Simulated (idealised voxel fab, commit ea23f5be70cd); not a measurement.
process module | voxel capacitor over wiring
cross-section cut | 250 nm wide | cells 5 nm
A cross-section is a grid of square cells, given in bands from the top down. A band is one or more rows of cells.
Each band's line starts with the height of the band's top and of its bottom, in nm. Then come its materials from left to right, each with its width in nm. One material with "throughout" fills the band from edge to edge. "air" is empty space.
Height 0 is the level under which the wafer as received is all one material. The lowest band goes on downwards, as in "0 down".
A width such as "30 to 40" changes by the same amount from each row of cells to the next, from the band's top row to its bottom row.
"no change" after a step means that no cell of the cross-section changed.
closed voids: empty space of 8 cells or more with no open way to the top, each as width x height at its distance from the left edge, in nm
after a step's settings: what the simulator itself notes on the step
overlay nm, on a step with a mask: how far to the right of its planned place the mask lay; to the left if negative
plan
1 op RECEIVE | material Si
2 op CONFORMAL_DEP | material SiO2 | thk nm 10
3 op CONFORMAL_DEP | material SiCN | thk nm 5
4 op DIRECTIONAL_DEP | material lowk | thk nm 20
5 op PATTERN | tone open | mask id METAL_1 | material resist | width nm 30 | pitch nm 100 | thk nm 15 | overlay nm 0
6 op DIRECTIONAL_ETCH | etch materials lowk | depth nm 20
7 op DIRECTIONAL_ETCH | etch materials SiCN | depth nm 5
8 op STRIP | etch materials resist
9 op CONFORMAL_DEP | material TiN | thk nm 5
10 op FILL_DEP | material W | thk nm 5
11 op CMP | height nm 35
12 op CONFORMAL_DEP | material SiCN | thk nm 5
13 op DIRECTIONAL_DEP | material lowk | thk nm 10
14 op PATTERN | tone open | mask id PLUG_1 | material resist | width nm 15 | thk nm 20 | overlay nm 0
15 op DIRECTIONAL_ETCH | etch materials lowk | depth nm 10
16 op DIRECTIONAL_ETCH | etch materials SiCN | depth nm 5
17 op STRIP | etch materials resist
18 op EPI | material Ru | thk nm 10
19 op EPI | material Ru | thk nm 5
20 op DIRECTIONAL_DEP | material TiN | thk nm 5
21 op DIRECTIONAL_DEP | material HfO2 | thk nm 5
22 op DIRECTIONAL_DEP | material TiN | thk nm 10
23 op DIRECTIONAL_DEP | material aC | thk nm 10
24 op PATTERN | tone cover | mask id UPPER_PLATE | material resist | width nm 75 | thk nm 30 | overlay nm 0
25 op DIRECTIONAL_ETCH | etch materials aC | depth nm 10
26 op STRIP | etch materials resist
27 op DIRECTIONAL_ETCH | etch materials TiN | depth nm 10
28 op DIRECTIONAL_ETCH | etch materials HfO2 | depth nm 5
29 op STRIP | etch materials aC
30 op DIRECTIONAL_DEP | material aC | thk nm 15
31 op PATTERN | tone cover | mask id LOWER_PLATE | material resist | width nm 85 | thk nm 30 | overlay nm 0
32 op DIRECTIONAL_ETCH | etch materials aC | depth nm 15
33 op STRIP | etch materials resist
34 op DIRECTIONAL_ETCH | etch materials TiN | depth nm 5
35 op STRIP | etch materials aC
36 op FILL_DEP | material SiO2 | thk nm 15
37 op CMP | height nm 80
38 op DIRECTIONAL_DEP | material aC | thk nm 10
39 op PATTERN | tone open | mask id PLUG_2 | material resist | width nm 15 | thk nm 25 | overlay nm 0
40 op DIRECTIONAL_ETCH | etch materials aC | depth nm 10
41 op STRIP | etch materials resist
42 op DIRECTIONAL_ETCH | etch materials SiO2 | depth nm 10
43 op STRIP | etch materials aC
44 op CONFORMAL_DEP | material TiN | thk nm 5
45 op FILL_DEP | material W | thk nm 5
46 op CMP | height nm 80
47 op CONFORMAL_DEP | material SiCN | thk nm 5
first wafer, as planned
as received, after step 1
  0 down: Si throughout
  closed voids: none
after step 2
  10 to 0: SiO2 throughout
  below 0: unchanged
after step 3
  15 to 10: SiCN throughout
  below 10: unchanged
after step 4
  35 to 15: lowk throughout
  below 15: unchanged
after step 5
  50 to 35: resist 60 | air 30 | resist 70 | air 30 | resist 60
  below 35: unchanged
after step 6
  50 to 35: resist 60 | air 30 | resist 70 | air 30 | resist 60
  35 to 15: lowk 60 | air 30 | lowk 70 | air 30 | lowk 60
  below 15: unchanged
after step 7
  50 to 35: resist 60 | air 30 | resist 70 | air 30 | resist 60
  35 to 15: lowk 60 | air 30 | lowk 70 | air 30 | lowk 60
  15 to 10: SiCN 60 | air 30 | SiCN 70 | air 30 | SiCN 60
  below 10: unchanged
after step 8
  35 to 15: lowk 60 | air 30 | lowk 70 | air 30 | lowk 60
  below 15: unchanged
after step 9
  40 to 35: TiN 65 | air 20 | TiN 80 | air 20 | TiN 65
  35 to 15: lowk 60 | TiN 5 | air 20 | TiN 5 | lowk 70 | TiN 5 | air 20 | TiN 5 | lowk 60
  15 to 10: SiCN 60 | TiN 30 | SiCN 70 | TiN 30 | SiCN 60
  below 10: unchanged
after step 10
  45 to 40: W throughout
  40 to 35: TiN 65 | W 20 | TiN 80 | W 20 | TiN 65
  35 to 15: lowk 60 | TiN 5 | W 20 | TiN 5 | lowk 70 | TiN 5 | W 20 | TiN 5 | lowk 60
  below 15: unchanged
after step 11
  35 to 15: lowk 60 | TiN 5 | W 20 | TiN 5 | lowk 70 | TiN 5 | W 20 | TiN 5 | lowk 60
  below 15: unchanged
after step 12
  40 to 35: SiCN throughout
  below 35: unchanged
after step 13
  50 to 40: lowk throughout
  below 40: unchanged
after step 14
  70 to 50: resist 75 | air 15 | resist 160
  below 50: unchanged
after step 15
  70 to 50: resist 75 | air 15 | resist 160
  50 to 40: lowk 75 | air 15 | lowk 160
  below 40: unchanged
after step 16
  70 to 50: resist 75 | air 15 | resist 160
  50 to 40: lowk 75 | air 15 | lowk 160
  40 to 35: SiCN 75 | air 15 | SiCN 160
  below 35: unchanged
after step 17
  50 to 40: lowk 75 | air 15 | lowk 160
  below 40: unchanged
after step 18
  50 to 45: lowk 75 | air 15 | lowk 160
  45 to 40: lowk 75 | Ru 15 | lowk 160
  40 to 35: SiCN 75 | Ru 15 | SiCN 160
  below 35: unchanged
after step 19
  50 to 40: lowk 75 | Ru 15 | lowk 160
  below 40: unchanged
after step 20
  55 to 50: TiN throughout
  below 50: unchanged
after step 21
  60 to 55: HfO2 throughout
  below 55: unchanged
after step 22
  70 to 60: TiN throughout
  below 60: unchanged
after step 23
  80 to 70: aC throughout
  below 70: unchanged
after step 24
  110 to 80: air 75 | resist 75 | air 100
  below 80: unchanged
after step 25
  100 to 80: air 75 | resist 75 | air 100
  80 to 70: air 75 | aC 75 | air 100
  below 70: unchanged
after step 26
  80 to 70: air 75 | aC 75 | air 100
  below 70: unchanged
after step 27
  80 to 70: air 75 | aC 75 | air 100
  70 to 60: air 75 | TiN 75 | air 100
  below 60: unchanged
after step 28
  80 to 70: air 75 | aC 75 | air 100
  70 to 60: air 75 | TiN 75 | air 100
  60 to 55: air 75 | HfO2 75 | air 100
  below 55: unchanged
after step 29
  70 to 60: air 75 | TiN 75 | air 100
  below 60: unchanged
after step 30
  85 to 70: air 75 | aC 75 | air 100
  70 to 60: aC 75 | TiN 75 | aC 100
  60 to 55: aC 75 | HfO2 75 | aC 100
  below 55: unchanged
after step 31
  115 to 85: air 70 | resist 85 | air 95
  85 to 70: air 70 | resist 5 | aC 75 | resist 5 | air 95
  below 70: unchanged
after step 32
  100 to 85: air 70 | resist 85 | air 95
  85 to 70: air 70 | resist 5 | aC 75 | resist 5 | air 95
  70 to 60: air 70 | aC 5 | TiN 75 | aC 5 | air 95
  60 to 55: air 70 | aC 5 | HfO2 75 | aC 5 | air 95
  below 55: unchanged
after step 33
  85 to 70: air 75 | aC 75 | air 100
  below 70: unchanged
after step 34
  85 to 70: air 75 | aC 75 | air 100
  70 to 60: air 70 | aC 5 | TiN 75 | aC 5 | air 95
  60 to 55: air 70 | aC 5 | HfO2 75 | aC 5 | air 95
  55 to 50: air 70 | TiN 85 | air 95
  below 50: unchanged
after step 35
  70 to 60: air 75 | TiN 75 | air 100
  60 to 55: air 75 | HfO2 75 | air 100
  below 55: unchanged
after step 36
  85 to 70: SiO2 throughout
  70 to 60: SiO2 75 | TiN 75 | SiO2 100
  60 to 55: SiO2 75 | HfO2 75 | SiO2 100
  55 to 50: SiO2 70 | TiN 85 | SiO2 95
  below 50: unchanged
after step 37
  80 to 70: SiO2 throughout
  below 70: unchanged
after step 38
  90 to 80: aC throughout
  below 80: unchanged
after step 39
  115 to 90: resist 85 | air 15 | resist 150
  below 90: unchanged
after step 40
  105 to 90: resist 85 | air 15 | resist 150
  90 to 80: aC 85 | air 15 | aC 150
  below 80: unchanged
after step 41
  90 to 80: aC 85 | air 15 | aC 150
  below 80: unchanged
after step 42
  90 to 80: aC 85 | air 15 | aC 150
  80 to 70: SiO2 85 | air 15 | SiO2 150
  below 70: unchanged
after step 43
  80 to 70: SiO2 85 | air 15 | SiO2 150
  below 70: unchanged
after step 44
  85 to 80: TiN 90 | air 5 | TiN 155
  80 to 75: SiO2 85 | TiN 5 | air 5 | TiN 5 | SiO2 150
  75 to 70: SiO2 85 | TiN 15 | SiO2 150
  below 70: unchanged
after step 45
  90 to 85: W throughout
  85 to 80: TiN 90 | W 5 | TiN 155
  80 to 75: SiO2 85 | TiN 5 | W 5 | TiN 5 | SiO2 150
  below 75: unchanged
after step 46
  80 to 75: SiO2 85 | TiN 5 | W 5 | TiN 5 | SiO2 150
  below 75: unchanged
after step 47
  85 to 80: SiCN throughout
  below 80: unchanged
second wafer: like start, like plan, one mistake. Through step 19 it matches the first wafer
when step 20 should have ended: no change
when step 21 should have ended
  55 to 50: HfO2 throughout
  below 50: unchanged
when step 22 should have ended
  65 to 55: TiN throughout
  below 55: unchanged
when step 23 should have ended
  75 to 65: aC throughout
  below 65: unchanged
when step 24 should have ended
  105 to 75: air 75 | resist 75 | air 100
  below 75: unchanged
when step 25 should have ended
  95 to 75: air 75 | resist 75 | air 100
  75 to 65: air 75 | aC 75 | air 100
  below 65: unchanged
when step 26 should have ended
  75 to 65: air 75 | aC 75 | air 100
  below 65: unchanged
when step 27 should have ended
  75 to 65: air 75 | aC 75 | air 100
  65 to 55: air 75 | TiN 75 | air 100
  below 55: unchanged
when step 28 should have ended
  75 to 65: air 75 | aC 75 | air 100
  65 to 55: air 75 | TiN 75 | air 100
  55 to 50: air 75 | HfO2 75 | air 100
  below 50: unchanged
when step 29 should have ended
  65 to 55: air 75 | TiN 75 | air 100
  below 55: unchanged
when step 30 should have ended
  80 to 65: air 75 | aC 75 | air 100
  65 to 55: aC 75 | TiN 75 | aC 100
  55 to 50: aC 75 | HfO2 75 | aC 100
  below 50: unchanged
when step 31 should have ended
  110 to 80: air 70 | resist 85 | air 95
  80 to 65: air 70 | resist 5 | aC 75 | resist 5 | air 95
  below 65: unchanged
when step 32 should have ended
  95 to 80: air 70 | resist 85 | air 95
  80 to 65: air 70 | resist 5 | aC 75 | resist 5 | air 95
  65 to 55: air 70 | aC 5 | TiN 75 | aC 5 | air 95
  55 to 50: air 70 | aC 5 | HfO2 75 | aC 5 | air 95
  below 50: unchanged
when step 33 should have ended
  80 to 65: air 75 | aC 75 | air 100
  below 65: unchanged
when step 34 should have ended: no change
when step 35 should have ended
  65 to 55: air 75 | TiN 75 | air 100
  55 to 50: air 75 | HfO2 75 | air 100
  below 50: unchanged
when step 36 should have ended
  80 to 65: SiO2 throughout
  65 to 55: SiO2 75 | TiN 75 | SiO2 100
  55 to 50: SiO2 75 | HfO2 75 | SiO2 100
  below 50: unchanged
when step 37 should have ended: no change
when step 38 should have ended
  90 to 80: aC throughout
  below 80: unchanged
when step 39 should have ended
  115 to 90: resist 85 | air 15 | resist 150
  below 90: unchanged
when step 40 should have ended
  105 to 90: resist 85 | air 15 | resist 150
  90 to 80: aC 85 | air 15 | aC 150
  below 80: unchanged
when step 41 should have ended
  90 to 80: aC 85 | air 15 | aC 150
  below 80: unchanged
when step 42 should have ended
  90 to 80: aC 85 | air 15 | aC 150
  80 to 70: SiO2 85 | air 15 | SiO2 150
  below 70: unchanged
when step 43 should have ended
  80 to 70: SiO2 85 | air 15 | SiO2 150
  below 70: unchanged
when step 44 should have ended
  85 to 80: TiN 90 | air 5 | TiN 155
  80 to 75: SiO2 85 | TiN 5 | air 5 | TiN 5 | SiO2 150
  75 to 70: SiO2 85 | TiN 15 | SiO2 150
  below 70: unchanged
when step 45 should have ended
  90 to 85: W throughout
  85 to 80: TiN 90 | W 5 | TiN 155
  80 to 75: SiO2 85 | TiN 5 | W 5 | TiN 5 | SiO2 150
  below 75: unchanged
when step 46 should have ended
  80 to 75: SiO2 85 | TiN 5 | W 5 | TiN 5 | SiO2 150
  below 75: unchanged
when step 47 should have ended
  85 to 80: SiCN throughout
  below 80: unchanged
what went wrong: step 20 was left out
at the end the second wafer has, in cells: 17 more of SiO2 | 17 fewer of TiN
